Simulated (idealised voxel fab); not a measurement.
The process module that follows is named voxel lift off.
Cross-sectional view cut (width: 205 nm; square cell size: 5 nm).
Cross-section, as written here: a square-cell grid given band by band from the top down, where a band holds one or more rows of cells. This entry defines a band. It first specifies the height of the band's top and the height of its bottom in nm, and then specifies the band's materials from left to right, stating each material with its width in nm. The word "throughout" identifies a single material that fills the band from edge to edge, while the word "empty" identifies empty space. Where do heights start? At 0: under that level the wafer as delivered is made of one material only. And the lowest band has no floor; it just carries on downward, as in "0 and below". The two numbers in a width such as "30 to 40" mark its ends across the band: the first belongs to the top row of cells, the second to the bottom row, and from each row to the next the width moves by the same amount. The designation "nothing was modified", where it is given for a processing step, indicates that no cell of the cross-section was altered in the course of that step. The entry "Sealed internal voids" lists the empty spaces that cover at least 8 cells and have no open path to the top. Each is written as width x height at distance, where the distance is measured from the left edge and all three values are in nm. Whatever follows a step's settings on its line is a remark the simulator itself makes about that step. "overlay nm" on a masked step: distance the mask lay right of its planned place, negative for left.

## This section lists the process steps that were planned
1 RECEIVE | material Si
2 CONFORMAL_DEP | material Al2O3 | thk nm 15
3 PATTERN | tone open | mask id LINES | material resist | width nm 25 | pitch nm 50 | thk nm 20 | overlay nm 0
4 DIRECTIONAL_DEP | material Ru | thk nm 5
5 STRIP | etch materials resist
6 CONFORMAL_DEP | material SiN | thk nm 10

## Received-state cross-section, reflecting completion of step 1
- 0 and below | Si throughout
- Sealed internal voids: none

## Cross-section, end of module. Start: as above. Plan: as above. Execution: one mistake
- 30 down to 25 | empty: 55 | SiN: 45 | empty: 5 | SiN: 45 | empty: 55
- 25 down to 20 | SiN throughout
- 20 down to 15 | SiN: 65 | Ru: 25 | SiN: 25 | Ru: 25 | SiN: 65
- 15 down to 0 | Ru throughout
- 0 and below | Si throughout
- Sealed internal voids: none
Error vs. plan: so step 2 ended up running with a different setting than we planned, it ran as CONFORMAL_DEP | material Ru | thk nm 15
